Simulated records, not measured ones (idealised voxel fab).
Presented below is a process module, voxel double patterning.
The cross-section shown here is cut; it is 170 nm wide and divided into square cells measuring 5 nm on a side.
A cross-section is written here as square cells arranged in a grid, and it is given in bands from the top down, each band taking up one or more rows of cells.
It is stipulated that each band's entry specify, in nanometres, the height of the top of the band and then that of its bottom, followed by the materials of the band in left-to-right sequence, each together with its width in nanometres. A single material marked by the word "full width" is understood to fill the band from edge to edge; the word "blank" is understood to denote empty space.
For the purposes of this specification, 0 denotes the height below which the wafer in its as-received condition is composed wholly of one material, and the lowermost band, lacking a lower limit, extends downward without end, as expressed in "0 and below".
The notation "30->40" denotes a width that varies across the rows of cells in the band, beginning at the first number in the top row, finishing at the second number in the bottom row, and changing by an identical amount from each row to the next.
Take "no change" at face value: in the step it is given for, the cross-section changed in none of its cells.
"Closed cavity list" means: voids of 8 cells or more that are shut off from the top with no open way through. Written width x height at distance, distance from the left edge, in nm.
Where a step's line continues beyond its settings, the continuation is a remark by the simulator itself on that step.
overlay nm: where the mask lay relative to plan, measured to the right, on steps with a mask; negatives go left.
Note on reading: below, each pair holds a cross-section from before one process step and one from after it; the one from after shows only down to the lowest band that changed. Beneath the pair, the step in between is stated along with its settings. The pairs can stem from different runs of this module on the same starting wafer. Where a pair's entry headed "Structure before processing" says so, and only there, that pair continues from the pair above it.
STRUCTURE BEFORE PROCESSING
    0 and below  Si full width
    Closed cavity list: none
POST-PROCESS SECTION
    5 down to 0  SiN full width
    Below 0 it's all the same as before, nothing changed down there.
    Closed cavity list: none
Connecting step for the cross-sections above: CONFORMAL_DEP [material SiN] [thk nm 5]
Structure before processing: This step starts from the configuration shown after the step in the pair immediately above.
POST-PROCESS SECTION
    15 down to 5  SiO2 full width
    Below 5 it's all the same as before, nothing changed down there.
    Closed cavity list: none
Connecting step for the cross-sections above: DIRECTIONAL_DEP [material SiO2] [thk nm 10]
Structure before processing: This step starts from the configuration shown after the step in the pair immediately above.
POST-PROCESS SECTION
    20 down to 15  SiCN full width
    Below 15 it's all the same as before, nothing changed down there.
    Closed cavity list: none
Connecting step for the cross-sections above: DIRECTIONAL_DEP [material SiCN] [thk nm 5]
Structure before processing: This step starts from the configuration shown after the step in the pair immediately above.
POST-PROCESS SECTION
    30 down to 20  aC full width
    Below 20 it's all the same as before, nothing changed down there.
    Closed cavity list: none
Connecting step for the cross-sections above: DIRECTIONAL_DEP [material aC] [thk nm 10]
Structure before processing: This step starts from the configuration shown after the step in the pair immediately above.
POST-PROCESS SECTION
    60 down to 30  resist=25, blank=15, resist=35, blank=15, resist=35, blank=15, resist=30
    Below 30 it's all the same as before, nothing changed down there.
    Closed cavity list: none
Connecting step for the cross-sections above: PATTERN [tone open] [mask id FIRST] [material resist] [width nm 15] [pitch nm 50] [thk nm 30] [overlay nm 0]
Structure before processing: This step starts from the configuration shown after the step in the pair immediately above.
POST-PROCESS SECTION
    50 down to 30  resist=25, blank=15, resist=35, blank=15, resist=35, blank=15, resist=30
    30 down to 20  aC=25, blank=15, aC=35, blank=15, aC=35, blank=15, aC=30
    Below 20 it's all the same as before, nothing changed down there.
    Closed cavity list: none
Connecting step for the cross-sections above: DIRECTIONAL_ETCH [etch materials aC] [depth nm 10]
Structure before processing: This step starts from the configuration shown after the step in the pair immediately above.
POST-PROCESS SECTION
    30 down to 20  aC=25, blank=15, aC=35, blank=15, aC=35, blank=15, aC=30
    Below 20 it's all the same as before, nothing changed down there.
    Closed cavity list: none
Connecting step for the cross-sections above: STRIP [etch materials resist]
Structure before processing: This step starts from the configuration shown after the step in the pair immediately above.
POST-PROCESS SECTION
    30 down to 20  aC=25, blank=15, aC=35, blank=15, aC=35, blank=15, aC=30
    20 down to 15  SiCN=25, blank=15, SiCN=35, blank=15, SiCN=35, blank=15, SiCN=30
    Below 15 it's all the same as before, nothing changed down there.
    Closed cavity list: none
Connecting step for the cross-sections above: DIRECTIONAL_ETCH [etch materials SiCN] [depth nm 5]
Structure before processing: This step starts from the configuration shown after the step in the pair immediately above.
POST-PROCESS SECTION
    20 down to 15  SiCN=25, blank=15, SiCN=35, blank=15, SiCN=35, blank=15, SiCN=30
    Below 15 it's all the same as before, nothing changed down there.
    Closed cavity list: none
Connecting step for the cross-sections above: STRIP [etch materials aC]
Structure before processing: This step starts from the configuration shown after the step in the pair immediately above.
POST-PROCESS SECTION
    40 down to 20  resist=50, blank=15, resist=35, blank=15, resist=55
    20 down to 15  SiCN=25, resist=15, SiCN=35, resist=15, SiCN=35, resist=15, SiCN=30
    Below 15 it's all the same as before, nothing changed down there.
    Closed cavity list: none
Connecting step for the cross-sections above: PATTERN [tone open] [mask id SECOND] [material resist] [width nm 15] [pitch nm 50] [thk nm 20] [overlay nm 0]
Structure before processing: This step starts from the configuration shown after the step in the pair immediately above.
POST-PROCESS SECTION
    40 down to 20  resist=50, blank=15, resist=35, blank=15, resist=55
    20 down to 15  SiCN=25, resist=15, SiCN=10, blank=15, SiCN=10, resist=15, SiCN=10, blank=15, SiCN=10, resist=15, SiCN=30
    Below 15 it's all the same as before, nothing changed down there.
    Closed cavity list: none
Connecting step for the cross-sections above: DIRECTIONAL_ETCH [etch materials SiCN] [depth nm 5]
Structure before processing: This step starts from the configuration shown after the step in the pair immediately above.
POST-PROCESS SECTION
    20 down to 15  SiCN=25, blank=15, SiCN=10, blank=15, SiCN=10, blank=15, SiCN=10, blank=15, SiCN=10, blank=15, SiCN=30
    Below 15 it's all the same as before, nothing changed down there.
    Closed cavity list: none
Connecting step for the cross-sections above: STRIP [etch materials resist]
Structure before processing: This step starts from the configuration shown after the step in the pair immediately above.
POST-PROCESS SECTION
    20 down to 15  SiCN=25, blank=15, SiCN=10, blank=15, SiCN=10, blank=15, SiCN=10, blank=15, SiCN=10, blank=15, SiCN=30
    15 down to 5  SiO2=25, blank=15, SiO2=10, blank=15, SiO2=10, blank=15, SiO2=10, blank=15, SiO2=10, blank=15, SiO2=30
    Below 5 it's all the same as before, nothing changed down there.
    Closed cavity list: none
Connecting step for the cross-sections above: DIRECTIONAL_ETCH [etch materials SiO2] [depth nm 10]
Structure before processing: This step starts from the configuration shown after the step in the pair immediately above.
POST-PROCESS SECTION
    15 down to 5  SiO2=25, blank=15, SiO2=10, blank=15, SiO2=10, blank=15, SiO2=10, blank=15, SiO2=10, blank=15, SiO2=30
    Below 5 it's all the same as before, nothing changed down there.
    Closed cavity list: none
Connecting step for the cross-sections above: STRIP [etch materials SiCN]
STRUCTURE BEFORE PROCESSING
    0 and below  Si full width
    Closed cavity list: none
POST-PROCESS SECTION
    10 down to 0  SiO2 full width
    Below 0 it's all the same as before, nothing changed down there.
    Closed cavity list: none
Connecting step for the cross-sections above: DIRECTIONAL_DEP [material SiO2] [thk nm 10]
Structure before processing: This step starts from the configuration shown after the step in the pair immediately above.
POST-PROCESS SECTION
    15 down to 10  SiCN full width
    Below 10 it's all the same as before, nothing changed down there.
    Closed cavity list: none
Connecting step for the cross-sections above: DIRECTIONAL_DEP [material SiCN] [thk nm 5]
Structure before processing: This step starts from the configuration shown after the step in the pair immediately above.
POST-PROCESS SECTION
    25 down to 15  aC full width
    Below 15 it's all the same as before, nothing changed down there.
    Closed cavity list: none
Connecting step for the cross-sections above: DIRECTIONAL_DEP [material aC] [thk nm 10]
Structure before processing: This step starts from the configuration shown after the step in the pair immediately above.
POST-PROCESS SECTION
    55 down to 25  resist=25, blank=15, resist=35, blank=15, resist=35, blank=15, resist=30
    Below 25 it's all the same as before, nothing changed down there.
    Closed cavity list: none
Connecting step for the cross-sections above: PATTERN [tone open] [mask id FIRST] [material resist] [width nm 15] [pitch nm 50] [thk nm 30] [overlay nm 0]
Structure before processing: This step starts from the configuration shown after the step in the pair immediately above.
POST-PROCESS SECTION
    45 down to 25  resist=25, blank=15, resist=35, blank=15, resist=35, blank=15, resist=30
    25 down to 15  aC=25, blank=15, aC=35, blank=15, aC=35, blank=15, aC=30
    Below 15 it's all the same as before, nothing changed down there.
    Closed cavity list: none
Connecting step for the cross-sections above: DIRECTIONAL_ETCH [etch materials aC] [depth nm 10]
Structure before processing: This step starts from the configuration shown after the step in the pair immediately above.
POST-PROCESS SECTION
    25 down to 15  aC=25, blank=15, aC=35, blank=15, aC=35, blank=15, aC=30
    Below 15 it's all the same as before, nothing changed down there.
    Closed cavity list: none
Connecting step for the cross-sections above: STRIP [etch materials resist]
Structure before processing: This step starts from the configuration shown after the step in the pair immediately above.
POST-PROCESS SECTION
    25 down to 15  aC=25, blank=15, aC=35, blank=15, aC=35, blank=15, aC=30
    15 down to 10  SiCN=25, blank=15, SiCN=35, blank=15, SiCN=35, blank=15, SiCN=30
    Below 10 it's all the same as before, nothing changed down there.
    Closed cavity list: none
Connecting step for the cross-sections above: DIRECTIONAL_ETCH [etch materials SiCN] [depth nm 5]
Structure before processing: This step starts from the configuration shown after the step in the pair immediately above.
POST-PROCESS SECTION
    15 down to 10  SiCN=25, blank=15, SiCN=35, blank=15, SiCN=35, blank=15, SiCN=30
    Below 10 it's all the same as before, nothing changed down there.
    Closed cavity list: none
Connecting step for the cross-sections above: STRIP [etch materials aC]
Structure before processing: This step starts from the configuration shown after the step in the pair immediately above.
POST-PROCESS SECTION
    35 down to 15  resist=50, blank=15, resist=35, blank=15, resist=55
    15 down to 10  SiCN=25, resist=15, SiCN=35, resist=15, SiCN=35, resist=15, SiCN=30
    Below 10 it's all the same as before, nothing changed down there.
    Closed cavity list: none
Connecting step for the cross-sections above: PATTERN [tone open] [mask id SECOND] [material resist] [width nm 15] [pitch nm 50] [thk nm 20] [overlay nm 0]
Structure before processing: This step starts from the configuration shown after the step in the pair immediately above.
POST-PROCESS SECTION
    35 down to 15  resist=50, blank=15, resist=35, blank=15, resist=55
    15 down to 10  SiCN=25, resist=15, SiCN=10, blank=15, SiCN=10, resist=15, SiCN=10, blank=15, SiCN=10, resist=15, SiCN=30
    Below 10 it's all the same as before, nothing changed down there.
    Closed cavity list: none
Connecting step for the cross-sections above: DIRECTIONAL_ETCH [etch materials SiCN] [depth nm 5]
Structure before processing: This step starts from the configuration shown after the step in the pair immediately above.
POST-PROCESS SECTION
    15 down to 10  SiCN=25, blank=15, SiCN=10, blank=15, SiCN=10, blank=15, SiCN=10, blank=15, SiCN=10, blank=15, SiCN=30
    Below 10 it's all the same as before, nothing changed down there.
    Closed cavity list: none
Connecting step for the cross-sections above: STRIP [etch materials resist]
Structure before processing: This step starts from the configuration shown after the step in the pair immediately above.
POST-PROCESS SECTION
    15 down to 10  SiCN=25, blank=15, SiCN=10, blank=15, SiCN=10, blank=15, SiCN=10, blank=15, SiCN=10, blank=15, SiCN=30
    10 down to 0  SiO2=25, blank=15, SiO2=10, blank=15, SiO2=10, blank=15, SiO2=10, blank=15, SiO2=10, blank=15, SiO2=30
    Below 0 it's all the same as before, nothing changed down there.
    Closed cavity list: none
Connecting step for the cross-sections above: DIRECTIONAL_ETCH [etch materials SiO2] [depth nm 10]
Structure before processing: This step starts from the configuration shown after the step in the pair immediately above.
POST-PROCESS SECTION
    10 down to 0  SiO2=25, blank=15, SiO2=10, blank=15, SiO2=10, blank=15, SiO2=10, blank=15, SiO2=10, blank=15, SiO2=30
    Below 0 it's all the same as before, nothing changed down there.
    Closed cavity list: none
Connecting step for the cross-sections above: STRIP [etch materials SiCN]
STRUCTURE BEFORE PROCESSING
    10 down to 0  SiO2 full width
    0 and below  Si full width
    Closed cavity list: none
POST-PROCESS SECTION
    15 down to 10  SiN full width
    Below 10 it's all the same as before, nothing changed down there.
    Closed cavity list: none
Connecting step for the cross-sections above: CONFORMAL_DEP [material SiN] [thk nm 5]
Structure before processing: This step starts from the configuration shown after the step in the pair immediately above.
POST-PROCESS SECTION
    20 down to 15  SiCN full width
    Below 15 it's all the same as before, nothing changed down there.
    Closed cavity list: none
Connecting step for the cross-sections above: DIRECTIONAL_DEP [material SiCN] [thk nm 5]
Structure before processing: This step starts from the configuration shown after the step in the pair immediately above.
POST-PROCESS SECTION
    30 down to 20  aC full width
    Below 20 it's all the same as before, nothing changed down there.
    Closed cavity list: none
Connecting step for the cross-sections above: DIRECTIONAL_DEP [material aC] [thk nm 10]
Structure before processing: This step starts from the configuration shown after the step in the pair immediately above.
POST-PROCESS SECTION
    60 down to 30  resist=25, blank=15, resist=35, blank=15, resist=35, blank=15, resist=30
    Below 30 it's all the same as before, nothing changed down there.
    Closed cavity list: none
Connecting step for the cross-sections above: PATTERN [tone open] [mask id FIRST] [material resist] [width nm 15] [pitch nm 50] [thk nm 30] [overlay nm 0]
Structure before processing: This step starts from the configuration shown after the step in the pair immediately above.
POST-PROCESS SECTION
    50 down to 30  resist=25, blank=15, resist=35, blank=15, resist=35, blank=15, resist=30
    30 down to 20  aC=25, blank=15, aC=35, blank=15, aC=35, blank=15, aC=30
    Below 20 it's all the same as before, nothing changed down there.
    Closed cavity list: none
Connecting step for the cross-sections above: DIRECTIONAL_ETCH [etch materials aC] [depth nm 10]
Structure before processing: This step starts from the configuration shown after the step in the pair immediately above.
POST-PROCESS SECTION
    30 down to 20  aC=25, blank=15, aC=35, blank=15, aC=35, blank=15, aC=30
    Below 20 it's all the same as before, nothing changed down there.
    Closed cavity list: none
Connecting step for the cross-sections above: STRIP [etch materials resist]
Structure before processing: This step starts from the configuration shown after the step in the pair immediately above.
POST-PROCESS SECTION
    30 down to 20  aC=25, blank=15, aC=35, blank=15, aC=35, blank=15, aC=30
    20 down to 15  SiCN=25, blank=15, SiCN=35, blank=15, SiCN=35, blank=15, SiCN=30
    Below 15 it's all the same as before, nothing changed down there.
    Closed cavity list: none
Connecting step for the cross-sections above: DIRECTIONAL_ETCH [etch materials SiCN] [depth nm 5]
Structure before processing: This step starts from the configuration shown after the step in the pair immediately above.
POST-PROCESS SECTION
    20 down to 15  SiCN=25, blank=15, SiCN=35, blank=15, SiCN=35, blank=15, SiCN=30
    Below 15 it's all the same as before, nothing changed down there.
    Closed cavity list: none
Connecting step for the cross-sections above: STRIP [etch materials aC]
Structure before processing: This step starts from the configuration shown after the step in the pair immediately above.
POST-PROCESS SECTION
    40 down to 20  resist=50, blank=15, resist=35, blank=15, resist=55
    20 down to 15  SiCN=25, resist=15, SiCN=35, resist=15, SiCN=35, resist=15, SiCN=30
    Below 15 it's all the same as before, nothing changed down there.
    Closed cavity list: none
Connecting step for the cross-sections above: PATTERN [tone open] [mask id SECOND] [material resist] [width nm 15] [pitch nm 50] [thk nm 20] [overlay nm 0]
Structure before processing: This step starts from the configuration shown after the step in the pair immediately above.
POST-PROCESS SECTION
    40 down to 20  resist=50, blank=15, resist=35, blank=15, resist=55
    20 down to 15  SiCN=25, resist=15, SiCN=10, blank=15, SiCN=10, resist=15, SiCN=10, blank=15, SiCN=10, resist=15, SiCN=30
    Below 15 it's all the same as before, nothing changed down there.
    Closed cavity list: none
Connecting step for the cross-sections above: DIRECTIONAL_ETCH [etch materials SiCN] [depth nm 5]
Structure before processing: This step starts from the configuration shown after the step in the pair immediately above.
POST-PROCESS SECTION
    20 down to 15  SiCN=25, blank=15, SiCN=10, blank=15, SiCN=10, blank=15, SiCN=10, blank=15, SiCN=10, blank=15, SiCN=30
    Below 15 it's all the same as before, nothing changed down there.
    Closed cavity list: none
Connecting step for the cross-sections above: STRIP [etch materials resist]
Structure before processing: This step starts from the configuration shown after the step in the pair immediately above.
POST-PROCESS SECTION
    15 down to 10  SiN full width
    Below 10 it's all the same as before, nothing changed down there.
    Closed cavity list: none
Connecting step for the cross-sections above: STRIP [etch materials SiCN]
STRUCTURE BEFORE PROCESSING
    20 down to 15  SiCN=25, blank=15, SiCN=10, blank=15, SiCN=10, blank=15, SiCN=10, blank=15, SiCN=10, blank=15, SiCN=30
    15 down to 5  SiO2 full width
    5 down to 0  SiN full width
    0 and below  Si full width
    Closed cavity list: none
POST-PROCESS SECTION
    20 down to 15  SiCN=25, blank=15, SiCN=10, blank=15, SiCN=10, blank=15, SiCN=10, blank=15, SiCN=10, blank=15, SiCN=30
    15 down to 10  SiO2=25, blank=15, SiO2=10, blank=15, SiO2=10, blank=15, SiO2=10, blank=15, SiO2=10, blank=15, SiO2=30
    Below 10 it's all the same as before, nothing changed down there.
    Closed cavity list: none
Connecting step for the cross-sections above: DIRECTIONAL_ETCH [etch materials SiO2] [depth nm 5]
Structure before processing: This step starts from the configuration shown after the step in the pair immediately above.
POST-PROCESS SECTION
    15 down to 10  SiO2=25, blank=15, SiO2=10, blank=15, SiO2=10, blank=15, SiO2=10, blank=15, SiO2=10, blank=15, SiO2=30
    Below 10 it's all the same as before, nothing changed down there.
    Closed cavity list: none
Connecting step for the cross-sections above: STRIP [etch materials SiCN]
STRUCTURE BEFORE PROCESSING
    30 down to 20  aC full width
    20 down to 15  SiCN full width
    15 down to 5  SiO2 full width
    5 down to 0  SiN full width
    0 and below  Si full width
    Closed cavity list: none
POST-PROCESS SECTION
    60 down to 30  resist=20, blank=25, resist=25, blank=25, resist=25, blank=25, resist=25
    Below 30 it's all the same as before, nothing changed down there.
    Closed cavity list: none
Connecting step for the cross-sections above: PATTERN [tone open] [mask id FIRST] [material resist] [width nm 25] [pitch nm 50] [thk nm 30] [overlay nm 0]
Structure before processing: This step starts from the configuration shown after the step in the pair immediately above.
POST-PROCESS SECTION
    50 down to 30  resist=20, blank=25, resist=25, blank=25, resist=25, blank=25, resist=25
    30 down to 20  aC=20, blank=25, aC=25, blank=25, aC=25, blank=25, aC=25
    Below 20 it's all the same as before, nothing changed down there.
    Closed cavity list: none
Connecting step for the cross-sections above: DIRECTIONAL_ETCH [etch materials aC] [depth nm 10]
Structure before processing: This step starts from the configuration shown after the step in the pair immediately above.
POST-PROCESS SECTION
    30 down to 20  aC=20, blank=25, aC=25, blank=25, aC=25, blank=25, aC=25
    Below 20 it's all the same as before, nothing changed down there.
    Closed cavity list: none
Connecting step for the cross-sections above: STRIP [etch materials resist]
Structure before processing: This step starts from the configuration shown after the step in the pair immediately above.
POST-PROCESS SECTION
    30 down to 20  aC=20, blank=25, aC=25, blank=25, aC=25, blank=25, aC=25
    20 down to 15  SiCN=20, blank=25, SiCN=25, blank=25, SiCN=25, blank=25, SiCN=25
    Below 15 it's all the same as before, nothing changed down there.
    Closed cavity list: none
Connecting step for the cross-sections above: DIRECTIONAL_ETCH [etch materials SiCN] [depth nm 5]
Structure before processing: This step starts from the configuration shown after the step in the pair immediately above.
POST-PROCESS SECTION
    20 down to 15  SiCN=20, blank=25, SiCN=25, blank=25, SiCN=25, blank=25, SiCN=25
    Below 15 it's all the same as before, nothing changed down there.
    Closed cavity list: none
Connecting step for the cross-sections above: STRIP [etch materials aC]
Structure before processing: This step starts from the configuration shown after the step in the pair immediately above.
POST-PROCESS SECTION
    40 down to 20  resist=50, blank=15, resist=35, blank=15, resist=55
    20 down to 15  SiCN=20, resist=25, SiCN=25, resist=25, SiCN=25, resist=25, SiCN=25
    Below 15 it's all the same as before, nothing changed down there.
    Closed cavity list: none
Connecting step for the cross-sections above: PATTERN [tone open] [mask id SECOND] [material resist] [width nm 15] [pitch nm 50] [thk nm 20] [overlay nm 0]
Structure before processing: This step starts from the configuration shown after the step in the pair immediately above.
POST-PROCESS SECTION
    40 down to 20  resist=50, blank=15, resist=35, blank=15, resist=55
    20 down to 15  SiCN=20, resist=25, SiCN=5, blank=15, SiCN=5, resist=25, SiCN=5, blank=15, SiCN=5, resist=25, SiCN=25
    Below 15 it's all the same as before, nothing changed down there.
    Closed cavity list: none
Connecting step for the cross-sections above: DIRECTIONAL_ETCH [etch materials SiCN] [depth nm 5]
Structure before processing: This step starts from the configuration shown after the step in the pair immediately above.
POST-PROCESS SECTION
    20 down to 15  SiCN=20, blank=25, SiCN=5, blank=15, SiCN=5, blank=25, SiCN=5, blank=15, SiCN=5, blank=25, SiCN=25
    Below 15 it's all the same as before, nothing changed down there.
    Closed cavity list: none
Connecting step for the cross-sections above: STRIP [etch materials resist]
Structure before processing: This step starts from the configuration shown after the step in the pair immediately above.
POST-PROCESS SECTION
    20 down to 15  SiCN=20, blank=25, SiCN=5, blank=15, SiCN=5, blank=25, SiCN=5, blank=15, SiCN=5, blank=25, SiCN=25
    15 down to 5  SiO2=20, blank=25, SiO2=5, blank=15, SiO2=5, blank=25, SiO2=5, blank=15, SiO2=5, blank=25, SiO2=25
    Below 5 it's all the same as before, nothing changed down there.
    Closed cavity list: none
Connecting step for the cross-sections above: DIRECTIONAL_ETCH [etch materials SiO2] [depth nm 10]
Structure before processing: This step starts from the configuration shown after the step in the pair immediately above.
POST-PROCESS SECTION
    15 down to 5  SiO2=20, blank=25, SiO2=5, blank=15, SiO2=5, blank=25, SiO2=5, blank=15, SiO2=5, blank=25, SiO2=25
    Below 5 it's all the same as before, nothing changed down there.
    Closed cavity list: none
Connecting step for the cross-sections above: STRIP [etch materials SiCN]
STRUCTURE BEFORE PROCESSING
    30 down to 20  aC full width
    20 down to 15  SiCN full width
    15 down to 5  SiO2 full width
    5 down to 0  SiN full width
    0 and below  Si full width
    Closed cavity list: none
POST-PROCESS SECTION
    60 down to 30  resist=30, blank=15, resist=35, blank=15, resist=35, blank=15, resist=25
    Below 30 it's all the same as before, nothing changed down there.
    Closed cavity list: none
Connecting step for the cross-sections above: PATTERN [tone open] [mask id FIRST] [material resist] [width nm 15] [pitch nm 50] [thk nm 30] [overlay nm 5]
Structure before processing: This step starts from the configuration shown after the step in the pair immediately above.
POST-PROCESS SECTION
    50 down to 30  resist=30, blank=15, resist=35, blank=15, resist=35, blank=15, resist=25
    30 down to 20  aC=30, blank=15, aC=35, blank=15, aC=35, blank=15, aC=25
    Below 20 it's all the same as before, nothing changed down there.
    Closed cavity list: none
Connecting step for the cross-sections above: DIRECTIONAL_ETCH [etch materials aC] [depth nm 10]
Structure before processing: This step starts from the configuration shown after the step in the pair immediately above.
POST-PROCESS SECTION
    30 down to 20  aC=30, blank=15, aC=35, blank=15, aC=35, blank=15, aC=25
    Below 20 it's all the same as before, nothing changed down there.
    Closed cavity list: none
Connecting step for the cross-sections above: STRIP [etch materials resist]
Structure before processing: This step starts from the configuration shown after the step in the pair immediately above.
POST-PROCESS SECTION
    30 down to 20  aC=30, blank=15, aC=35, blank=15, aC=35, blank=15, aC=25
    20 down to 15  SiCN=30, blank=15, SiCN=35, blank=15, SiCN=35, blank=15, SiCN=25
    Below 15 it's all the same as before, nothing changed down there.
    Closed cavity list: none
Connecting step for the cross-sections above: DIRECTIONAL_ETCH [etch materials SiCN] [depth nm 5]
Structure before processing: This step starts from the configuration shown after the step in the pair immediately above.
POST-PROCESS SECTION
    20 down to 15  SiCN=30, blank=15, SiCN=35, blank=15, SiCN=35, blank=15, SiCN=25
    Below 15 it's all the same as before, nothing changed down there.
    Closed cavity list: none
Connecting step for the cross-sections above: STRIP [etch materials aC]
Structure before processing: This step starts from the configuration shown after the step in the pair immediately above.
POST-PROCESS SECTION
    40 down to 20  resist=50, blank=15, resist=35, blank=15, resist=55
    20 down to 15  SiCN=30, resist=15, SiCN=35, resist=15, SiCN=35, resist=15, SiCN=25
    Below 15 it's all the same as before, nothing changed down there.
    Closed cavity list: none
Connecting step for the cross-sections above: PATTERN [tone open] [mask id SECOND] [material resist] [width nm 15] [pitch nm 50] [thk nm 20] [overlay nm 0]
Structure before processing: This step starts from the configuration shown after the step in the pair immediately above.
POST-PROCESS SECTION
    40 down to 20  resist=50, blank=15, resist=35, blank=15, resist=55
    20 down to 15  SiCN=30, resist=15, SiCN=5, blank=15, SiCN=15, resist=15, SiCN=5, blank=15, SiCN=15, resist=15, SiCN=25
    Below 15 it's all the same as before, nothing changed down there.
    Closed cavity list: none
Connecting step for the cross-sections above: DIRECTIONAL_ETCH [etch materials SiCN] [depth nm 5]
Structure before processing: This step starts from the configuration shown after the step in the pair immediately above.
POST-PROCESS SECTION
    20 down to 15  SiCN=30, blank=15, SiCN=5, blank=15, SiCN=15, blank=15, SiCN=5, blank=15, SiCN=15, blank=15, SiCN=25
    Below 15 it's all the same as before, nothing changed down there.
    Closed cavity list: none
Connecting step for the cross-sections above: STRIP [etch materials resist]
Structure before processing: This step starts from the configuration shown after the step in the pair immediately above.
POST-PROCESS SECTION
    20 down to 15  SiCN=30, blank=15, SiCN=5, blank=15, SiCN=15, blank=15, SiCN=5, blank=15, SiCN=15, blank=15, SiCN=25
    15 down to 5  SiO2=30, blank=15, SiO2=5, blank=15, SiO2=15, blank=15, SiO2=5, blank=15, SiO2=15, blank=15, SiO2=25
    Below 5 it's all the same as before, nothing changed down there.
    Closed cavity list: none
Connecting step for the cross-sections above: DIRECTIONAL_ETCH [etch materials SiO2] [depth nm 10]
Structure before processing: This step starts from the configuration shown after the step in the pair immediately above.
POST-PROCESS SECTION
    15 down to 5  SiO2=30, blank=15, SiO2=5, blank=15, SiO2=15, blank=15, SiO2=5, blank=15, SiO2=15, blank=15, SiO2=25
    Below 5 it's all the same as before, nothing changed down there.
    Closed cavity list: none
Connecting step for the cross-sections above: STRIP [etch materials SiCN]
STRUCTURE BEFORE PROCESSING
    15 down to 5  SiO2 full width
    5 down to 0  SiN full width
    0 and below  Si full width
    Closed cavity list: none
POST-PROCESS SECTION
    20 down to 5  SiO2 full width
    Below 5 it's all the same as before, nothing changed down there.
    Closed cavity list: none
Connecting step for the cross-sections above: DIRECTIONAL_DEP [material SiO2] [thk nm 5]
Structure before processing: This step starts from the configuration shown after the step in the pair immediately above.
POST-PROCESS SECTION
    30 down to 20  aC full width
    Below 20 it's all the same as before, nothing changed down there.
    Closed cavity list: none
Connecting step for the cross-sections above: DIRECTIONAL_DEP [material aC] [thk nm 10]
Structure before processing: This step starts from the configuration shown after the step in the pair immediately above.
POST-PROCESS SECTION
    60 down to 30  resist=25, blank=15, resist=35, blank=15, resist=35, blank=15, resist=30
    Below 30 it's all the same as before, nothing changed down there.
    Closed cavity list: none
Connecting step for the cross-sections above: PATTERN [tone open] [mask id FIRST] [material resist] [width nm 15] [pitch nm 50] [thk nm 30] [overlay nm 0]
Structure before processing: This step starts from the configuration shown after the step in the pair immediately above.
POST-PROCESS SECTION
    50 down to 30  resist=25, blank=15, resist=35, blank=15, resist=35, blank=15, resist=30
    30 down to 20  aC=25, blank=15, aC=35, blank=15, aC=35, blank=15, aC=30
    Below 20 it's all the same as before, nothing changed down there.
    Closed cavity list: none
Connecting step for the cross-sections above: DIRECTIONAL_ETCH [etch materials aC] [depth nm 10]
Structure before processing: This step starts from the configuration shown after the step in the pair immediately above.
POST-PROCESS SECTION
    30 down to 20  aC=25, blank=15, aC=35, blank=15, aC=35, blank=15, aC=30
    Below 20 it's all the same as before, nothing changed down there.
    Closed cavity list: none
Connecting step for the cross-sections above: STRIP [etch materials resist]
Structure before processing: This step starts from the configuration shown after the step in the pair immediately above.
POST-PROCESS SECTION
    20 down to 5  SiO2 full width
    Below 5 it's all the same as before, nothing changed down there.
    Closed cavity list: none
Connecting step for the cross-sections above: STRIP [etch materials aC]
Structure before processing: This step starts from the configuration shown after the step in the pair immediately above.
POST-PROCESS SECTION
    40 down to 20  resist=50, blank=15, resist=35, blank=15, resist=55
    Below 20 it's all the same as before, nothing changed down there.
    Closed cavity list: none
Connecting step for the cross-sections above: PATTERN [tone open] [mask id SECOND] [material resist] [width nm 15] [pitch nm 50] [thk nm 20] [overlay nm 0]
Structure before processing: This step starts from the configuration shown after the step in the pair immediately above.
POST-PROCESS SECTION
    20 down to 5  SiO2 full width
    Below 5 it's all the same as before, nothing changed down there.
    Closed cavity list: none
Connecting step for the cross-sections above: STRIP [etch materials resist]
Structure before processing: This step starts from the configuration shown after the step in the pair immediately above.
POST-PROCESS SECTION
    10 down to 5  SiO2 full width
    Below 5 it's all the same as before, nothing changed down there.
    Closed cavity list: none
Connecting step for the cross-sections above: DIRECTIONAL_ETCH [etch materials SiO2] [depth nm 10]
STRUCTURE BEFORE PROCESSING
    20 down to 15  SiCN=25, blank=15, SiCN=35, blank=15, SiCN=35, blank=15, SiCN=30
    15 down to 5  SiO2 full width
    5 down to 0  SiN full width
    0 and below  Si full width
    Closed cavity list: none
POST-PROCESS SECTION
    40 down to 20  blank=50, resist=15, blank=35, resist=15, blank=55
    Below 20 it's all the same as before, nothing changed down there.
    Closed cavity list: none
Connecting step for the cross-sections above: PATTERN [tone cover] [mask id SECOND] [material resist] [width nm 15] [pitch nm 50] [thk nm 20] [overlay nm 0]
Structure before processing: This step starts from the configuration shown after the step in the pair immediately above.
POST-PROCESS SECTION
    40 down to 20  blank=50, resist=15, blank=35, resist=15, blank=55
    20 down to 15  blank=50, SiCN=15, blank=35, SiCN=15, blank=55
    Below 15 it's all the same as before, nothing changed down there.
    Closed cavity list: none
Connecting step for the cross-sections above: DIRECTIONAL_ETCH [etch materials SiCN] [depth nm 5]
Structure before processing: This step starts from the configuration shown after the step in the pair immediately above.
POST-PROCESS SECTION
    20 down to 15  blank=50, SiCN=15, blank=35, SiCN=15, blank=55
    Below 15 it's all the same as before, nothing changed down there.
    Closed cavity list: none
Connecting step for the cross-sections above: STRIP [etch materials resist]
Structure before processing: This step starts from the configuration shown after the step in the pair immediately above.
POST-PROCESS SECTION
    20 down to 15  blank=50, SiCN=15, blank=35, SiCN=15, blank=55
    15 down to 5  blank=50, SiO2=15, blank=35, SiO2=15, blank=55
    Below 5 it's all the same as before, nothing changed down there.
    Closed cavity list: none
Connecting step for the cross-sections above: DIRECTIONAL_ETCH [etch materials SiO2] [depth nm 10]
Structure before processing: This step starts from the configuration shown after the step in the pair immediately above.
POST-PROCESS SECTION
    15 down to 5  blank=50, SiO2=15, blank=35, SiO2=15, blank=55
    Below 5 it's all the same as before, nothing changed down there.
    Closed cavity list: none
Connecting step for the cross-sections above: STRIP [etch materials SiCN]
